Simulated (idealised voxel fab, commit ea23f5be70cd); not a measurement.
Process module heading - voxel self aligned contacts
Shown is cross-section cut, with a width of 285 nm and square cells of size 5 nm.
In this document a cross-section is written as a grid of square cells. It is given as a series of bands, listed from the top down, and a band is one or more rows of cells.
In this notation a band is specified by the heights of its top and bottom, in that order and in nm, after which its materials appear from left to right, each paired with its width in nm. The word "full width" attached to a single material means that material fills the band from edge to edge; the word "blank" stands for empty space.
Counting heights begins at 0, where everything beneath is, in the wafer as received, one material. The lowest band has no bottom; it goes on downwards, as "top 0, no bottom" shows.
So if you see something like "30 to 40" for the width, read it as the top row of the band sitting at the first number and the bottom row at the second, with every row in between moving by the same amount as the last.
It should be understood that the words "no alterations made", when stated for a given step, signify that the cross-section underwent no change in any of its cells during that step.
Any empty space of 8 cells or more lacking an open way to the top shows up in "Non-vented voids" as width x height at distance, distance from the left edge, in nm.
Post-settings text on a step line: simulator's own remark regarding the step.
Regarding "overlay nm": on a step with a mask, it is the distance the mask lay to the right of its planned place; a negative value places it to the left.

So here's the lineup of process steps we planned
1,RECEIVE [material Si]
2,OXIDIZE [depth nm 5]
3,DIRECTIONAL_DEP [material polySi] [thk nm 20]
4,DIRECTIONAL_DEP [material SiN] [thk nm 20]
5,PATTERN [tone cover] [mask id GATE] [material resist] [width nm 30] [pitch nm 65] [thk nm 20] [overlay nm -15]
6,DIRECTIONAL_ETCH [etch materials SiN] [depth nm 20]
7,DIRECTIONAL_ETCH [etch materials polySi] [depth nm 20]
8,STRIP [etch materials resist]
9,CONFORMAL_DEP [material SiN] [thk nm 10]
10,DIRECTIONAL_ETCH [etch materials SiN] [depth nm 10]
11,FILL_DEP [material SiO2] [thk nm 15]
12,CMP [height nm 50]
13,MASKED_ETCH [tone open] [mask id CONTACT] [width nm 45] [etch materials SiO2] [depth nm 55] [overlay nm 0]
14,CONFORMAL_DEP [material TiN] [thk nm 5]
15,FILL_DEP [material W] [thk nm 10]
16,CMP [height nm 50]
17,CONFORMAL_DEP [material SiN] [thk nm 5]
Same starting wafers, different overlay nm at step 5. Plan value belongs to the first wafer.

Cross-section of the first incoming wafer of several, state after step 1
    top 0, no bottom: Si full width
    Non-vented voids: none

Tabulated below, wafer by wafer, are the end-of-module results: for each material, the number of cells gained (+) or lost (-) relative to the as-received state, followed by the closed voids
overlay nm -15; -57 Si; +169 SiN; +422 SiO2; +29 TiN; +16 W; +48 polySi; Non-vented voids: none
overlay nm -10; -57 Si; +169 SiN; +422 SiO2; +29 TiN; +16 W; +48 polySi; Non-vented voids: none
overlay nm -5; -57 Si; +169 SiN; +422 SiO2; +29 TiN; +16 W; +48 polySi; Non-vented voids: none
overlay nm 0; -57 Si; +169 SiN; +422 SiO2; +29 TiN; +16 W; +48 polySi; Non-vented voids: none
overlay nm 5; -57 Si; +169 SiN; +422 SiO2; +29 TiN; +16 W; +48 polySi; Non-vented voids: none
overlay nm 10; -57 Si; +169 SiN; +422 SiO2; +29 TiN; +16 W; +48 polySi; Non-vented voids: none
overlay nm 15; -57 Si; +169 SiN; +422 SiO2; +29 TiN; +16 W; +48 polySi; Non-vented voids: none
